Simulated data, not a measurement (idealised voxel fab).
Documented hereafter: the process module known as voxel capacitor over wiring.
Square cell edge 5 nm, section width 155 nm, ID cut.
How to read a cross-section here: the picture is a grid of square cells, written as bands going from the top down, and any band can span one or more rows of cells. Band entry format. Leading values: height of top, height of bottom, nm. Remainder: materials in left-to-right order, each with its width in nm. Special words: "edge to edge" on a single material, which then fills the band edge to edge; "empty", empty space. Heights are measured from 0, the level below which the as-received wafer is all one material; the lowest band has no bottom and continues downward, written as in "from 0 down". Width spec "30->40" -> top row of cells at first value, bottom row at second value, equal per-row change in between. Step marked "nothing different"? Then no cell in the cross-section changed in it. "Sealed void listing" specifies each empty space that is not open to the top and that occupies no fewer than 8 cells, using the form width x height at distance, the distance measured from the left edge and all three quantities in nm. It should be noted that, on the line of a given step, the content following the step's settings is a remark produced by the simulator itself with respect to that step. If you see "overlay nm" on a step's line and that step has a mask, it's telling you how far right of where it was planned the mask ended up; a negative number means it went left instead. From here on the document is pairs. In a pair, the cross-section before one process step comes with the cross-section after it, and the latter goes no deeper than the lowest band that changed. What lies in between, the step and its settings, is written under the pair. A pair may be from a different run of this module on the same starting wafer than the pair above it, so it continues from that pair only where its entry headed "Pre-step section" says so.

Pre-step section:
from 110 to 100 | Ru edge to edge
from 100 to 95 | 45 nm TiN  5 nm Ru  105 nm TiN
from 95 to 90 | 40 nm SiO2  15 nm TiN  100 nm SiO2
from 90 to 80 | 30 nm SiO2  65 nm TiN  60 nm SiO2
from 80 to 75 | 25 nm SiO2  75 nm TiN  55 nm SiO2
from 75 to 70 | Al2O3 edge to edge
from 70 to 60 | TiN edge to edge
from 60 to 40 | 30 nm SiO2  15 nm Ru  110 nm SiO2
from 40 to 35 | 30 nm SiCN  15 nm Ru  110 nm SiCN
from 35 to 15 | 15 nm SiO2  5 nm TiN  20 nm Ru  5 nm TiN  60 nm SiO2  5 nm TiN  20 nm Ru  5 nm TiN  20 nm SiO2
from 15 to 10 | 15 nm SiCN  30 nm TiN  60 nm SiCN  30 nm TiN  20 nm SiCN
from 10 to 0 | SiO2 edge to edge
from 0 down | Si edge to edge
Sealed void listing: none

Post-Process View:
from 95 to 90 | 40 nm SiO2  15 nm TiN  100 nm SiO2
Unchanged below 90.
Sealed void listing: none
Operation between the pre and post cross-sections above: CMP, height nm 95

Pre-step section: refer to the pair immediately above; the cross-section shown after its step is the state before this one.

Post-Process View:
from 100 to 95 | SiN edge to edge
Unchanged below 95.
Sealed void listing: none
Operation between the pre and post cross-sections above: CONFORMAL_DEP, material SiN, thk nm 5

Pre-step section:
from 110 to 95 | aC edge to edge
from 95 to 85 | SiO2 edge to edge
from 85 to 75 | 30 nm SiO2  65 nm TiN  60 nm SiO2
from 75 to 70 | 30 nm SiO2  65 nm Al2O3  60 nm SiO2
from 70 to 60 | 25 nm SiO2  75 nm TiN  55 nm SiO2
from 60 to 40 | 30 nm SiO2  15 nm Ru  110 nm SiO2
from 40 to 35 | 30 nm SiCN  15 nm Ru  110 nm SiCN
from 35 to 15 | 15 nm SiO2  5 nm TiN  20 nm Ru  5 nm TiN  60 nm SiO2  5 nm TiN  20 nm Ru  5 nm TiN  20 nm SiO2
from 15 to 10 | 15 nm SiCN  30 nm TiN  60 nm SiCN  30 nm TiN  20 nm SiCN
from 10 to 0 | SiO2 edge to edge
from 0 down | Si edge to edge
Sealed void listing: none

Post-Process View:
from 145 to 110 | 35 nm resist  25 nm empty  95 nm resist
Unchanged below 110.
Sealed void listing: none
Operation between the pre and post cross-sections above: PATTERN, tone open, mask id PLUG_2, material resist, width nm 25, thk nm 35, overlay nm 0

Pre-step section: refer to the pair immediately above; the cross-section shown after its step is the state before this one.

Post-Process View:
from 130 to 110 | 35 nm resist  25 nm empty  95 nm resist
from 110 to 95 | 35 nm aC  25 nm empty  95 nm aC
Unchanged below 95.
Sealed void listing: none
Operation between the pre and post cross-sections above: DIRECTIONAL_ETCH, etch materials aC, depth nm 15

Pre-step section: refer to the pair immediately above; the cross-section shown after its step is the state before this one.

Post-Process View:
from 110 to 95 | 35 nm aC  25 nm empty  95 nm aC
Unchanged below 95.
Sealed void listing: none
Operation between the pre and post cross-sections above: STRIP, etch materials resist

Pre-step section: refer to the pair immediately above; the cross-section shown after its step is the state before this one.

Post-Process View:
from 110 to 95 | 35 nm aC  25 nm empty  95 nm aC
from 95 to 85 | 35 nm SiO2  25 nm empty  95 nm SiO2
Unchanged below 85.
Sealed void listing: none
Operation between the pre and post cross-sections above: DIRECTIONAL_ETCH, etch materials SiO2, depth nm 10

Pre-step section: refer to the pair immediately above; the cross-section shown after its step is the state before this one.

Post-Process View:
from 95 to 85 | 35 nm SiO2  25 nm empty  95 nm SiO2
Unchanged below 85.
Sealed void listing: none
Operation between the pre and post cross-sections above: STRIP, etch materials aC

Pre-step section: refer to the pair immediately above; the cross-section shown after its step is the state before this one.

Post-Process View:
from 100 to 95 | 40 nm TiN  15 nm empty  100 nm TiN
from 95 to 90 | 35 nm SiO2  5 nm TiN  15 nm empty  5 nm TiN  95 nm SiO2
from 90 to 85 | 35 nm SiO2  25 nm TiN  95 nm SiO2
Unchanged below 85.
Sealed void listing: none
Operation between the pre and post cross-sections above: CONFORMAL_DEP, material TiN, thk nm 5

Pre-step section: refer to the pair immediately above; the cross-section shown after its step is the state before this one.

Post-Process View:
from 110 to 100 | Ru edge to edge
from 100 to 95 | 40 nm TiN  15 nm Ru  100 nm TiN
from 95 to 90 | 35 nm SiO2  5 nm TiN  15 nm Ru  5 nm TiN  95 nm SiO2
Unchanged below 90.
Sealed void listing: none
Operation between the pre and post cross-sections above: FILL_DEP, material Ru, thk nm 10

Pre-step section: refer to the pair immediately above; the cross-section shown after its step is the state before this one.

Post-Process View:
from 95 to 90 | 35 nm SiO2  5 nm TiN  15 nm Ru  5 nm TiN  95 nm SiO2
Unchanged below 90.
Sealed void listing: none
Operation between the pre and post cross-sections above: CMP, height nm 95

Pre-step section: refer to the pair immediately above; the cross-section shown after its step is the state before this one.

Post-Process View:
from 100 to 95 | SiN edge to edge
Unchanged below 95.
Sealed void listing: none
Operation between the pre and post cross-sections above: CONFORMAL_DEP, material SiN, thk nm 5

Pre-step section:
from 110 to 95 | aC edge to edge
from 95 to 85 | SiO2 edge to edge
from 85 to 75 | 30 nm SiO2  65 nm TiN  60 nm SiO2
from 75 to 70 | 30 nm SiO2  65 nm Al2O3  60 nm SiO2
from 70 to 60 | 25 nm SiO2  75 nm TiN  55 nm SiO2
from 60 to 40 | 30 nm SiO2  15 nm Ru  110 nm SiO2
from 40 to 35 | 30 nm SiCN  15 nm Ru  110 nm SiCN
from 35 to 15 | 15 nm SiO2  5 nm TiN  20 nm Ru  5 nm TiN  60 nm SiO2  5 nm TiN  20 nm Ru  5 nm TiN  20 nm SiO2
from 15 to 10 | 15 nm SiCN  30 nm TiN  60 nm SiCN  30 nm TiN  20 nm SiCN
from 10 to 0 | SiO2 edge to edge
from 0 down | Si edge to edge
Sealed void listing: none

Post-Process View:
from 145 to 110 | 35 nm resist  15 nm empty  105 nm resist
Unchanged below 110.
Sealed void listing: none
Operation between the pre and post cross-sections above: PATTERN, tone open, mask id PLUG_2, material resist, width nm 15, thk nm 35, overlay nm -5

Pre-step section: refer to the pair immediately above; the cross-section shown after its step is the state before this one.

Post-Process View:
from 130 to 110 | 35 nm resist  15 nm empty  105 nm resist
from 110 to 95 | 35 nm aC  15 nm empty  105 nm aC
Unchanged below 95.
Sealed void listing: none
Operation between the pre and post cross-sections above: DIRECTIONAL_ETCH, etch materials aC, depth nm 15

Pre-step section: refer to the pair immediately above; the cross-section shown after its step is the state before this one.

Post-Process View:
from 110 to 95 | 35 nm aC  15 nm empty  105 nm aC
Unchanged below 95.
Sealed void listing: none
Operation between the pre and post cross-sections above: STRIP, etch materials resist

Pre-step section: refer to the pair immediately above; the cross-section shown after its step is the state before this one.

Post-Process View:
from 110 to 95 | 35 nm aC  15 nm empty  105 nm aC
from 95 to 85 | 35 nm SiO2  15 nm empty  105 nm SiO2
Unchanged below 85.
Sealed void listing: none
Operation between the pre and post cross-sections above: DIRECTIONAL_ETCH, etch materials SiO2, depth nm 10

Pre-step section: refer to the pair immediately above; the cross-section shown after its step is the state before this one.

Post-Process View:
from 95 to 85 | 35 nm SiO2  15 nm empty  105 nm SiO2
Unchanged below 85.
Sealed void listing: none
Operation between the pre and post cross-sections above: STRIP, etch materials aC

Pre-step section: refer to the pair immediately above; the cross-section shown after its step is the state before this one.

Post-Process View:
from 100 to 95 | 40 nm TiN  5 nm empty  110 nm TiN
from 95 to 90 | 35 nm SiO2  5 nm TiN  5 nm empty  5 nm TiN  105 nm SiO2
from 90 to 85 | 35 nm SiO2  15 nm TiN  105 nm SiO2
Unchanged below 85.
Sealed void listing: none
Operation between the pre and post cross-sections above: CONFORMAL_DEP, material TiN, thk nm 5

Pre-step section: refer to the pair immediately above; the cross-section shown after its step is the state before this one.

Post-Process View:
from 110 to 100 | Ru edge to edge
from 100 to 95 | 40 nm TiN  5 nm Ru  110 nm TiN
from 95 to 90 | 35 nm SiO2  5 nm TiN  5 nm Ru  5 nm TiN  105 nm SiO2
Unchanged below 90.
Sealed void listing: none
Operation between the pre and post cross-sections above: FILL_DEP, material Ru, thk nm 10

Pre-step section: refer to the pair immediately above; the cross-section shown after its step is the state before this one.

Post-Process View:
from 95 to 90 | 35 nm SiO2  5 nm TiN  5 nm Ru  5 nm TiN  105 nm SiO2
Unchanged below 90.
Sealed void listing: none
Operation between the pre and post cross-sections above: CMP, height nm 95

Pre-step section: refer to the pair immediately above; the cross-section shown after its step is the state before this one.

Post-Process View:
from 100 to 95 | SiN edge to edge
Unchanged below 95.
Sealed void listing: none
Operation between the pre and post cross-sections above: CONFORMAL_DEP, material SiN, thk nm 5

Pre-step section:
from 100 to 95 | 45 nm TiN  5 nm empty  105 nm TiN
from 95 to 90 | 40 nm SiO2  5 nm TiN  5 nm empty  5 nm TiN  100 nm SiO2
from 90 to 85 | 40 nm SiO2  15 nm TiN  100 nm SiO2
from 85 to 75 | 30 nm SiO2  65 nm TiN  60 nm SiO2
from 75 to 70 | 30 nm SiO2  65 nm Al2O3  60 nm SiO2
from 70 to 60 | 25 nm SiO2  75 nm TiN  55 nm SiO2
from 60 to 40 | 30 nm SiO2  15 nm Ru  110 nm SiO2
from 40 to 35 | 30 nm SiCN  15 nm Ru  110 nm SiCN
from 35 to 15 | 15 nm SiO2  5 nm TiN  20 nm Ru  5 nm TiN  60 nm SiO2  5 nm TiN  20 nm Ru  5 nm TiN  20 nm SiO2
from 15 to 10 | 15 nm SiCN  30 nm TiN  60 nm SiCN  30 nm TiN  20 nm SiCN
from 10 to 0 | SiO2 edge to edge
from 0 down | Si edge to edge
Sealed void listing: none

Post-Process View:
from 110 to 100 | Al2O3 edge to edge
from 100 to 95 | 45 nm TiN  5 nm Al2O3  105 nm TiN
from 95 to 90 | 40 nm SiO2  5 nm TiN  5 nm Al2O3  5 nm TiN  100 nm SiO2
Unchanged below 90.
Sealed void listing: none
Operation between the pre and post cross-sections above: FILL_DEP, material Al2O3, thk nm 10

Pre-step section: refer to the pair immediately above; the cross-section shown after its step is the state before this one.

Post-Process View:
from 95 to 90 | 40 nm SiO2  5 nm TiN  5 nm Al2O3  5 nm TiN  100 nm SiO2
Unchanged below 90.
Sealed void listing: none
Operation between the pre and post cross-sections above: CMP, height nm 95

Pre-step section: refer to the pair immediately above; the cross-section shown after its step is the state before this one.

Post-Process View:
from 100 to 95 | SiN edge to edge
Unchanged below 95.
Sealed void listing: none
Operation between the pre and post cross-sections above: CONFORMAL_DEP, material SiN, thk nm 5

Pre-step section:
from 50 to 35 | aC edge to edge
from 35 to 15 | SiO2 edge to edge
from 15 to 10 | SiCN edge to edge
from 10 to 0 | SiO2 edge to edge
from 0 down | Si edge to edge
Sealed void listing: none

Post-Process View:
from 85 to 50 | 15 nm empty  30 nm resist  60 nm empty  30 nm resist  20 nm empty
Unchanged below 50.
Sealed void listing: none
Operation between the pre and post cross-sections above: PATTERN, tone cover, mask id METAL_1, material resist, width nm 30, pitch nm 90, thk nm 35, overlay nm 0

Pre-step section: refer to the pair immediately above; the cross-section shown after its step is the state before this one.

Post-Process View:
from 70 to 50 | 15 nm empty  30 nm resist  60 nm empty  30 nm resist  20 nm empty
from 50 to 35 | 15 nm empty  30 nm aC  60 nm empty  30 nm aC  20 nm empty
Unchanged below 35.
Sealed void listing: none
Operation between the pre and post cross-sections above: DIRECTIONAL_ETCH, etch materials aC, depth nm 15

Pre-step section: refer to the pair immediately above; the cross-section shown after its step is the state before this one.

Post-Process View:
from 50 to 35 | 15 nm empty  30 nm aC  60 nm empty  30 nm aC  20 nm empty
Unchanged below 35.
Sealed void listing: none
Operation between the pre and post cross-sections above: STRIP, etch materials resist

Pre-step section: refer to the pair immediately above; the cross-section shown after its step is the state before this one.

Post-Process View:
from 50 to 35 | 15 nm empty  30 nm aC  60 nm empty  30 nm aC  20 nm empty
from 35 to 15 | 15 nm empty  30 nm SiO2  60 nm empty  30 nm SiO2  20 nm empty
Unchanged below 15.
Sealed void listing: none
Operation between the pre and post cross-sections above: DIRECTIONAL_ETCH, etch materials SiO2, depth nm 20

Pre-step section: refer to the pair immediately above; the cross-section shown after its step is the state before this one.

Post-Process View:
from 50 to 35 | 15 nm empty  30 nm aC  60 nm empty  30 nm aC  20 nm empty
from 35 to 15 | 15 nm empty  30 nm SiO2  60 nm empty  30 nm SiO2  20 nm empty
from 15 to 10 | 15 nm empty  30 nm SiCN  60 nm empty  30 nm SiCN  20 nm empty
Unchanged below 10.
Sealed void listing: none
Operation between the pre and post cross-sections above: DIRECTIONAL_ETCH, etch materials SiCN, depth nm 5

Pre-step section: refer to the pair immediately above; the cross-section shown after its step is the state before this one.

Post-Process View:
from 35 to 15 | 15 nm empty  30 nm SiO2  60 nm empty  30 nm SiO2  20 nm empty
Unchanged below 15.
Sealed void listing: none
Operation between the pre and post cross-sections above: STRIP, etch materials aC

Pre-step section: refer to the pair immediately above; the cross-section shown after its step is the state before this one.

Post-Process View:
from 40 to 35 | 10 nm empty  40 nm TiN  50 nm empty  40 nm TiN  15 nm empty
from 35 to 15 | 10 nm empty  5 nm TiN  30 nm SiO2  5 nm TiN  50 nm empty  5 nm TiN  30 nm SiO2  5 nm TiN  15 nm empty
from 15 to 10 | 15 nm TiN  30 nm SiCN  60 nm TiN  30 nm SiCN  20 nm TiN
Unchanged below 10.
Sealed void listing: none
Operation between the pre and post cross-sections above: CONFORMAL_DEP, material TiN, thk nm 5

Pre-step section: refer to the pair immediately above; the cross-section shown after its step is the state before this one.

Post-Process View:
from 50 to 40 | Ru edge to edge
from 40 to 35 | 10 nm Ru  40 nm TiN  50 nm Ru  40 nm TiN  15 nm Ru
from 35 to 15 | 10 nm Ru  5 nm TiN  30 nm SiO2  5 nm TiN  50 nm Ru  5 nm TiN  30 nm SiO2  5 nm TiN  15 nm Ru
Unchanged below 15.
Sealed void listing: none
Operation between the pre and post cross-sections above: FILL_DEP, material Ru, thk nm 10

Pre-step section: refer to the pair immediately above; the cross-section shown after its step is the state before this one.

Post-Process View:
from 35 to 15 | 10 nm Ru  5 nm TiN  30 nm SiO2  5 nm TiN  50 nm Ru  5 nm TiN  30 nm SiO2  5 nm TiN  15 nm Ru
Unchanged below 15.
Sealed void listing: none
Operation between the pre and post cross-sections above: CMP, height nm 35

Pre-step section: refer to the pair immediately above; the cross-section shown after its step is the state before this one.

Post-Process View:
from 40 to 35 | SiCN edge to edge
Unchanged below 35.
Sealed void listing: none
Operation between the pre and post cross-sections above: CONFORMAL_DEP, material SiCN, thk nm 5

Pre-step section: refer to the pair immediately above; the cross-section shown after its step is the state before this one.

Post-Process View:
from 60 to 40 | SiO2 edge to edge
Unchanged below 40.
Sealed void listing: none
Operation between the pre and post cross-sections above: DIRECTIONAL_DEP, material SiO2, thk nm 20

Pre-step section: refer to the pair immediately above; the cross-section shown after its step is the state before this one.

Post-Process View:
from 80 to 60 | 30 nm resist  15 nm empty  110 nm resist
Unchanged below 60.
Sealed void listing: none
Operation between the pre and post cross-sections above: PATTERN, tone open, mask id PLUG_1, material resist, width nm 15, thk nm 20, overlay nm 0

Pre-step section: refer to the pair immediately above; the cross-section shown after its step is the state before this one.

Post-Process View:
from 80 to 60 | 30 nm resist  15 nm empty  110 nm resist
from 60 to 40 | 30 nm SiO2  15 nm empty  110 nm SiO2
Unchanged below 40.
Sealed void listing: none
Operation between the pre and post cross-sections above: DIRECTIONAL_ETCH, etch materials SiO2, depth nm 20

Pre-step section: refer to the pair immediately above; the cross-section shown after its step is the state before this one.

Post-Process View:
from 80 to 60 | 30 nm resist  15 nm empty  110 nm resist
from 60 to 40 | 30 nm SiO2  15 nm empty  110 nm SiO2
from 40 to 35 | 30 nm SiCN  15 nm empty  110 nm SiCN
Unchanged below 35.
Sealed void listing: none
Operation between the pre and post cross-sections above: DIRECTIONAL_ETCH, etch materials SiCN, depth nm 5

Pre-step section: refer to the pair immediately above; the cross-section shown after its step is the state before this one.

Post-Process View:
from 60 to 40 | 30 nm SiO2  15 nm empty  110 nm SiO2
Unchanged below 40.
Sealed void listing: none
Operation between the pre and post cross-sections above: STRIP, etch materials resist

Pre-step section: refer to the pair immediately above; the cross-section shown after its step is the state before this one.

Post-Process View:
from 70 to 60 | 30 nm TiN  15 nm empty  110 nm TiN
from 60 to 45 | 30 nm SiO2  15 nm empty  110 nm SiO2
from 45 to 40 | 30 nm SiO2  15 nm TiN  110 nm SiO2
from 40 to 35 | 30 nm SiCN  15 nm TiN  110 nm SiCN
Unchanged below 35.
Sealed void listing: none
Operation between the pre and post cross-sections above: DIRECTIONAL_DEP, material TiN, thk nm 10

Pre-step section: refer to the pair immediately above; the cross-section shown after its step is the state before this one.

Post-Process View:
from 75 to 70 | 30 nm Al2O3  15 nm empty  110 nm Al2O3
from 70 to 60 | 30 nm TiN  15 nm empty  110 nm TiN
from 60 to 50 | 30 nm SiO2  15 nm empty  110 nm SiO2
from 50 to 45 | 30 nm SiO2  15 nm Al2O3  110 nm SiO2
Unchanged below 45.
Sealed void listing: none
Operation between the pre and post cross-sections above: DIRECTIONAL_DEP, material Al2O3, thk nm 5

Pre-step section: refer to the pair immediately above; the cross-section shown after its step is the state before this one.

Post-Process View:
from 85 to 75 | 30 nm TiN  15 nm empty  110 nm TiN
from 75 to 70 | 30 nm Al2O3  15 nm empty  110 nm Al2O3
from 70 to 60 | 30 nm TiN  15 nm empty  110 nm TiN
from 60 to 50 | 30 nm SiO2  15 nm TiN  110 nm SiO2
Unchanged below 50.
Sealed void listing: none
Operation between the pre and post cross-sections above: DIRECTIONAL_DEP, material TiN, thk nm 10

Pre-step section: refer to the pair immediately above; the cross-section shown after its step is the state before this one.

Post-Process View:
from 100 to 85 | 30 nm aC  15 nm empty  110 nm aC
from 85 to 75 | 30 nm TiN  15 nm empty  110 nm TiN
from 75 to 70 | 30 nm Al2O3  15 nm aC  110 nm Al2O3
from 70 to 60 | 30 nm TiN  15 nm aC  110 nm TiN
Unchanged below 60.
Sealed void listing: none
Operation between the pre and post cross-sections above: DIRECTIONAL_DEP, material aC, thk nm 15

Pre-step section: refer to the pair immediately above; the cross-section shown after its step is the state before this one.

Post-Process View:
from 130 to 100 | 30 nm empty  65 nm resist  60 nm empty
from 100 to 85 | 30 nm aC  15 nm resist  110 nm aC
from 85 to 75 | 30 nm TiN  15 nm resist  110 nm TiN
Unchanged below 75.
Sealed void listing: none
Operation between the pre and post cross-sections above: PATTERN, tone cover, mask id UPPER_PLATE, material resist, width nm 65, thk nm 30, overlay nm 0

Pre-step section: refer to the pair immediately above; the cross-section shown after its step is the state before this one.

Post-Process View:
from 115 to 100 | 30 nm empty  65 nm resist  60 nm empty
from 100 to 85 | 30 nm empty  15 nm resist  50 nm aC  60 nm empty
Unchanged below 85.
Sealed void listing: none
Operation between the pre and post cross-sections above: DIRECTIONAL_ETCH, etch materials aC, depth nm 15

Pre-step section: refer to the pair immediately above; the cross-section shown after its step is the state before this one.

Post-Process View:
from 100 to 85 | 45 nm empty  50 nm aC  60 nm empty
from 85 to 75 | 30 nm TiN  15 nm empty  110 nm TiN
Unchanged below 75.
Sealed void listing: none
Operation between the pre and post cross-sections above: STRIP, etch materials resist

Pre-step section: refer to the pair immediately above; the cross-section shown after its step is the state before this one.

Post-Process View:
from 100 to 85 | 45 nm empty  50 nm aC  60 nm empty
from 85 to 75 | 45 nm empty  50 nm TiN  60 nm empty
Unchanged below 75.
Sealed void listing: none
Operation between the pre and post cross-sections above: DIRECTIONAL_ETCH, etch materials TiN, depth nm 10

Pre-step section: refer to the pair immediately above; the cross-section shown after its step is the state before this one.

Post-Process View:
from 100 to 85 | 45 nm empty  50 nm aC  60 nm empty
from 85 to 75 | 45 nm empty  50 nm TiN  60 nm empty
from 75 to 70 | 30 nm empty  15 nm aC  50 nm Al2O3  60 nm empty
Unchanged below 70.
Sealed void listing: none
Operation between the pre and post cross-sections above: DIRECTIONAL_ETCH, etch materials Al2O3, depth nm 5

Pre-step section: refer to the pair immediately above; the cross-section shown after its step is the state before this one.

Post-Process View:
from 85 to 75 | 45 nm empty  50 nm TiN  60 nm empty
from 75 to 70 | 45 nm empty  50 nm Al2O3  60 nm empty
from 70 to 60 | 30 nm TiN  15 nm empty  110 nm TiN
Unchanged below 60.
Sealed void listing: none
Operation between the pre and post cross-sections above: STRIP, etch materials aC

Pre-step section: refer to the pair immediately above; the cross-section shown after its step is the state before this one.

Post-Process View:
from 95 to 85 | 45 nm empty  50 nm aC  60 nm empty
from 85 to 80 | 45 nm empty  50 nm TiN  60 nm empty
from 80 to 75 | 30 nm aC  15 nm empty  50 nm TiN  60 nm aC
from 75 to 70 | 30 nm aC  15 nm empty  50 nm Al2O3  60 nm aC
from 70 to 60 | 30 nm TiN  15 nm aC  110 nm TiN
Unchanged below 60.
Sealed void listing: none
Operation between the pre and post cross-sections above: DIRECTIONAL_DEP, material aC, thk nm 10

Pre-step section: refer to the pair immediately above; the cross-section shown after its step is the state before this one.

Post-Process View:
from 125 to 95 | 25 nm empty  75 nm resist  55 nm empty
from 95 to 85 | 25 nm empty  20 nm resist  50 nm aC  5 nm resist  55 nm empty
from 85 to 80 | 25 nm empty  20 nm resist  50 nm TiN  5 nm resist  55 nm empty
from 80 to 75 | 30 nm aC  15 nm resist  50 nm TiN  60 nm aC
from 75 to 70 | 30 nm aC  15 nm resist  50 nm Al2O3  60 nm aC
Unchanged below 70.
Sealed void listing: none
Operation between the pre and post cross-sections above: PATTERN, tone cover, mask id LOWER_PLATE, material resist, width nm 75, thk nm 30, overlay nm 0

Pre-step section: refer to the pair immediately above; the cross-section shown after its step is the state before this one.

Post-Process View:
from 115 to 95 | 25 nm empty  75 nm resist  55 nm empty
from 95 to 85 | 25 nm empty  20 nm resist  50 nm aC  5 nm resist  55 nm empty
from 85 to 80 | 25 nm empty  20 nm resist  50 nm TiN  5 nm resist  55 nm empty
from 80 to 75 | 25 nm empty  5 nm aC  15 nm resist  50 nm TiN  5 nm aC  55 nm empty
from 75 to 70 | 25 nm empty  5 nm aC  15 nm resist  50 nm Al2O3  5 nm aC  55 nm empty
Unchanged below 70.
Sealed void listing: none
Operation between the pre and post cross-sections above: DIRECTIONAL_ETCH, etch materials aC, depth nm 10

Pre-step section: refer to the pair immediately above; the cross-section shown after its step is the state before this one.

Post-Process View:
from 95 to 85 | 45 nm empty  50 nm aC  60 nm empty
from 85 to 80 | 45 nm empty  50 nm TiN  60 nm empty
from 80 to 75 | 25 nm empty  5 nm aC  15 nm empty  50 nm TiN  5 nm aC  55 nm empty
from 75 to 70 | 25 nm empty  5 nm aC  15 nm empty  50 nm Al2O3  5 nm aC  55 nm empty
Unchanged below 70.
Sealed void listing: none
Operation between the pre and post cross-sections above: STRIP, etch materials resist

Pre-step section: refer to the pair immediately above; the cross-section shown after its step is the state before this one.

Post-Process View:
from 95 to 85 | 45 nm empty  50 nm aC  60 nm empty
from 85 to 80 | 45 nm empty  50 nm TiN  60 nm empty
from 80 to 75 | 25 nm empty  5 nm aC  15 nm empty  50 nm TiN  5 nm aC  55 nm empty
from 75 to 70 | 25 nm empty  5 nm aC  15 nm empty  50 nm Al2O3  5 nm aC  55 nm empty
from 70 to 60 | 25 nm empty  5 nm TiN  15 nm aC  55 nm TiN  55 nm empty
Unchanged below 60.
Sealed void listing: none
Operation between the pre and post cross-sections above: DIRECTIONAL_ETCH, etch materials TiN, depth nm 10

Pre-step section: refer to the pair immediately above; the cross-section shown after its step is the state before this one.

Post-Process View:
from 85 to 75 | 45 nm empty  50 nm TiN  60 nm empty
from 75 to 70 | 45 nm empty  50 nm Al2O3  60 nm empty
from 70 to 60 | 25 nm empty  5 nm TiN  15 nm empty  55 nm TiN  55 nm empty
Unchanged below 60.
Sealed void listing: none
Operation between the pre and post cross-sections above: STRIP, etch materials aC

Pre-step section: refer to the pair immediately above; the cross-section shown after its step is the state before this one.

Post-Process View:
from 100 to 85 | SiO2 edge to edge
from 85 to 75 | 45 nm SiO2  50 nm TiN  60 nm SiO2
from 75 to 70 | 45 nm SiO2  50 nm Al2O3  60 nm SiO2
from 70 to 60 | 25 nm SiO2  5 nm TiN  15 nm SiO2  55 nm TiN  55 nm SiO2
Unchanged below 60.
Sealed void listing: none
Operation between the pre and post cross-sections above: FILL_DEP, material SiO2, thk nm 15

Pre-step section: refer to the pair immediately above; the cross-section shown after its step is the state before this one.

Post-Process View:
from 95 to 85 | SiO2 edge to edge
Unchanged below 85.
Sealed void listing: none
Operation between the pre and post cross-sections above: CMP, height nm 95

Pre-step section: refer to the pair immediately above; the cross-section shown after its step is the state before this one.

Post-Process View:
from 110 to 95 | aC edge to edge
Unchanged below 95.
Sealed void listing: none
Operation between the pre and post cross-sections above: DIRECTIONAL_DEP, material aC, thk nm 15

Pre-step section: refer to the pair immediately above; the cross-section shown after its step is the state before this one.

Post-Process View:
from 145 to 110 | 40 nm resist  15 nm empty  100 nm resist
Unchanged below 110.
Sealed void listing: none
Operation between the pre and post cross-sections above: PATTERN, tone open, mask id PLUG_2, material resist, width nm 15, thk nm 35, overlay nm 0

Pre-step section: refer to the pair immediately above; the cross-section shown after its step is the state before this one.

Post-Process View:
from 130 to 110 | 40 nm resist  15 nm empty  100 nm resist
from 110 to 95 | 40 nm aC  15 nm empty  100 nm aC
Unchanged below 95.
Sealed void listing: none
Operation between the pre and post cross-sections above: DIRECTIONAL_ETCH, etch materials aC, depth nm 15

Pre-step section: refer to the pair immediately above; the cross-section shown after its step is the state before this one.

Post-Process View:
from 110 to 95 | 40 nm aC  15 nm empty  100 nm aC
Unchanged below 95.
Sealed void listing: none
Operation between the pre and post cross-sections above: STRIP, etch materials resist

Pre-step section: refer to the pair immediately above; the cross-section shown after its step is the state before this one.

Post-Process View:
from 110 to 95 | 40 nm aC  15 nm empty  100 nm aC
from 95 to 85 | 40 nm SiO2  15 nm empty  100 nm SiO2
Unchanged below 85.
Sealed void listing: none
Operation between the pre and post cross-sections above: DIRECTIONAL_ETCH, etch materials SiO2, depth nm 10

Pre-step section: refer to the pair immediately above; the cross-section shown after its step is the state before this one.

Post-Process View:
from 95 to 85 | 40 nm SiO2  15 nm empty  100 nm SiO2
Unchanged below 85.
Sealed void listing: none
Operation between the pre and post cross-sections above: STRIP, etch materials aC

Pre-step section: refer to the pair immediately above; the cross-section shown after its step is the state before this one.

Post-Process View:
from 100 to 95 | 45 nm TiN  5 nm empty  105 nm TiN
from 95 to 90 | 40 nm SiO2  5 nm TiN  5 nm empty  5 nm TiN  100 nm SiO2
from 90 to 85 | 40 nm SiO2  15 nm TiN  100 nm SiO2
Unchanged below 85.
Sealed void listing: none
Operation between the pre and post cross-sections above: CONFORMAL_DEP, material TiN, thk nm 5

Pre-step section: refer to the pair immediately above; the cross-section shown after its step is the state before this one.

Post-Process View:
from 110 to 100 | Ru edge to edge
from 100 to 95 | 45 nm TiN  5 nm Ru  105 nm TiN
from 95 to 90 | 40 nm SiO2  5 nm TiN  5 nm Ru  5 nm TiN  100 nm SiO2
Unchanged below 90.
Sealed void listing: none
Operation between the pre and post cross-sections above: FILL_DEP, material Ru, thk nm 10

Pre-step section: refer to the pair immediately above; the cross-section shown after its step is the state before this one.

Post-Process View:
from 95 to 90 | 40 nm SiO2  5 nm TiN  5 nm Ru  5 nm TiN  100 nm SiO2
Unchanged below 90.
Sealed void listing: none
Operation between the pre and post cross-sections above: CMP, height nm 95

Pre-step section: refer to the pair immediately above; the cross-section shown after its step is the state before this one.

Post-Process View:
from 100 to 95 | SiN edge to edge
Unchanged below 95.
Sealed void listing: none
Operation between the pre and post cross-sections above: CONFORMAL_DEP, material SiN, thk nm 5
